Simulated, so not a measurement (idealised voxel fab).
Herein follows the process module entitled voxel quadruple lines.
cross-section cut | 245 nm wide | cells 5 nm
When this document writes out a cross-section, it uses a grid of square cells and lists it as bands, beginning at the top and moving down, with a band standing for one or more rows of cells. Band: top and bottom heights (nm) first, top before bottom; then materials from left to right, widths in nm. "throughout" marks a sole material filling the band edge to edge. "blank" denotes empty space. It should be noted that heights are counted from 0, beneath which the wafer as supplied is of one material throughout, and that the lowest band possesses no lower boundary but continues downward, as written in "0 nm and below". When a width is written as two numbers, as in "30..40", the first number is the width in the top row of cells of the band and the second is the width in its bottom row, and the width changes by the same amount from each row to the next. What does "nothing altered" mean for a step? It means no cell of the cross-section changed in that step. The label "Closed void listing" introduces a list of the empty spaces, 8 cells or larger, that have no open way up to the top; each entry in it reads width x height at distance, where the distance is taken from the left edge and all three are stated in nm. What comes after the settings on a step's line is commentary from the simulator itself on that step. You can add "overlay nm" to a step's line. For a step with a mask, it describes how far the mask lay to the right of its planned position, and a negative number describes a lay to the left.
[The planned process steps are enumerated hereunder]
step 1: RECEIVE [material Si]
step 2: CONFORMAL_DEP [material Al2O3] [thk nm 5]
step 3: DIRECTIONAL_DEP [material W] [thk nm 10]
step 4: DIRECTIONAL_DEP [material polySi] [thk nm 20]
step 5: DIRECTIONAL_DEP [material aC] [thk nm 20]
step 6: PATTERN [tone cover] [mask id MANDREL] [material resist] [width nm 25] [pitch nm 100] [thk nm 25] [overlay nm 0]
step 7: DIRECTIONAL_ETCH [etch materials aC] [depth nm 20]
step 8: STRIP [etch materials resist]
step 9: CONFORMAL_DEP [material SiO2] [thk nm 15]
step 10: DIRECTIONAL_ETCH [etch materials SiO2] [depth nm 15]
step 11: STRIP [etch materials aC]
step 12: DIRECTIONAL_ETCH [etch materials polySi] [depth nm 20]
step 13: STRIP [etch materials SiO2]
step 14: CONFORMAL_DEP [material SiN] [thk nm 10]
step 15: DIRECTIONAL_ETCH [etch materials SiN] [depth nm 10]
step 16: STRIP [etch materials polySi]
step 17: DIRECTIONAL_ETCH [etch materials W] [depth nm 10]
step 18: STRIP [etch materials SiN]
varied across the wafers: width nm of step 6. The plan shows the first wafer's value. All wafers start alike
[Cross-sectional view of the first of several wafers in the as-received condition, corresponding to the state following step 1]
0 nm and below: Si throughout
Closed void listing: none
[Cross-section of the first of several wafers, taken after step 18, where the module ends]
15 nm to 5 nm: 35 nm blank, 10 nm W, 15 nm blank, 10 nm W, 5 nm blank, 10 nm W, 15 nm blank, 10 nm W, 25 nm blank, 10 nm W, 15 nm blank, 10 nm W, 5 nm blank, 10 nm W, 15 nm blank, 10 nm W, 35 nm blank
5 nm to 0 nm: Al2O3 throughout
0 nm and below: Si throughout
Closed void listing: none
[End of module: cross-section, last of several wafers]
15 nm to 5 nm: 25 nm blank, 10 nm W, 15 nm blank, 10 nm W, 30 nm blank, 10 nm W, 15 nm blank, 20 nm W, 15 nm blank, 10 nm W, 30 nm blank, 10 nm W, 15 nm blank, 10 nm W, 20 nm blank
5 nm to 0 nm: Al2O3 throughout
0 nm and below: Si throughout
Closed void listing: none
[Below is a per-wafer table. In it, each row describes the wafer at the end of the module by giving, for each material, the number of cells gained (+) or lost (-) since the wafer was received, and after that the closed voids of the wafer]
width nm 25; +49 Al2O3; +32 W; Closed void listing: none
width nm 30; +49 Al2O3; +32 W; Closed void listing: none
width nm 35; +49 Al2O3; +32 W; Closed void listing: none
width nm 40; +49 Al2O3; +32 W; Closed void listing: none
width nm 45; +49 Al2O3; +32 W; Closed void listing: none
width nm 50; +49 Al2O3; +32 W; Closed void listing: none
